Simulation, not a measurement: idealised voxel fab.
A process module follows: voxel plated lines.
Square cell edge 5 nm, section width 265 nm, ID cut.
Cross-section layout: square cells on a grid; listed as bands, top to bottom; a band spans one or more cell rows. Heads up on the band format: heights come first, top then bottom, in nm. After that it's the materials left to right, each with its width in nm. A single material flagged "edge to edge" fills the whole band edge to edge, and "blank" means there's empty space there. Height is counted from the level 0, under which the received wafer is composed throughout of one material. The lowest of the bands is not closed at the bottom but continues downward, in the notation "z 0 and below". The two numbers in a width such as "30..40" mark its ends across the band: the first belongs to the top row of cells, the second to the bottom row, and from each row to the next the width moves by the same amount. "remains unaltered" -> step changed no cross-section cell. The list in "Voids lacking openings" covers empty spaces of 8 cells or more that cannot reach the top through any open way, and it gives each as width x height at distance; the distance is from the left edge, and width, height and distance are in nm. Whatever follows a step's settings on its line is a remark the simulator itself makes about that step. You can add "overlay nm" to a step's line. For a step with a mask, it describes how far the mask lay to the right of its planned position, and a negative number describes a lay to the left.

PLANNED STEP LIST FOR THE PROCESS
1) RECEIVE: material Si
2) CONFORMAL_DEP: material SiO2, thk nm 5
3) DIRECTIONAL_DEP: material TiN, thk nm 5
4) PATTERN: tone open, mask id LINES, material resist, width nm 15, pitch nm 40, thk nm 25, overlay nm 0
5) EPI: material Ru, thk nm 5
6) EPI: material Ru, thk nm 5
7) STRIP: etch materials resist
8) DIRECTIONAL_ETCH: etch materials TiN, depth nm 5
9) CONFORMAL_DEP: material SiCN, thk nm 10

CROSS-SECTION: WAFER ON ARRIVAL = AFTER STEP 1
z 0 and below  Si edge to edge
Voids lacking openings: none

CROSS-SECTIONAL RESULT AFTER MODULE COMPLETION. NOTE: STARTING CONDITION AND PLAN ARE UNCHANGED FROM ABOVE; ONE PROCESSING MISTAKE WAS MADE
z 30 to 20  blank: 95  SiCN: 35  blank: 5  SiCN: 35  blank: 95
z 20 to 10  SiCN: 105  Ru: 15  SiCN: 25  Ru: 15  SiCN: 105
z 10 to 5  Ru edge to edge
z 5 to 0  SiO2 edge to edge
z 0 and below  Si edge to edge
Voids lacking openings: none
Which mistake was made when the wafer was run? rather than as planned, step 3 actually ran as DIRECTIONAL_DEP: material Ru, thk nm 5
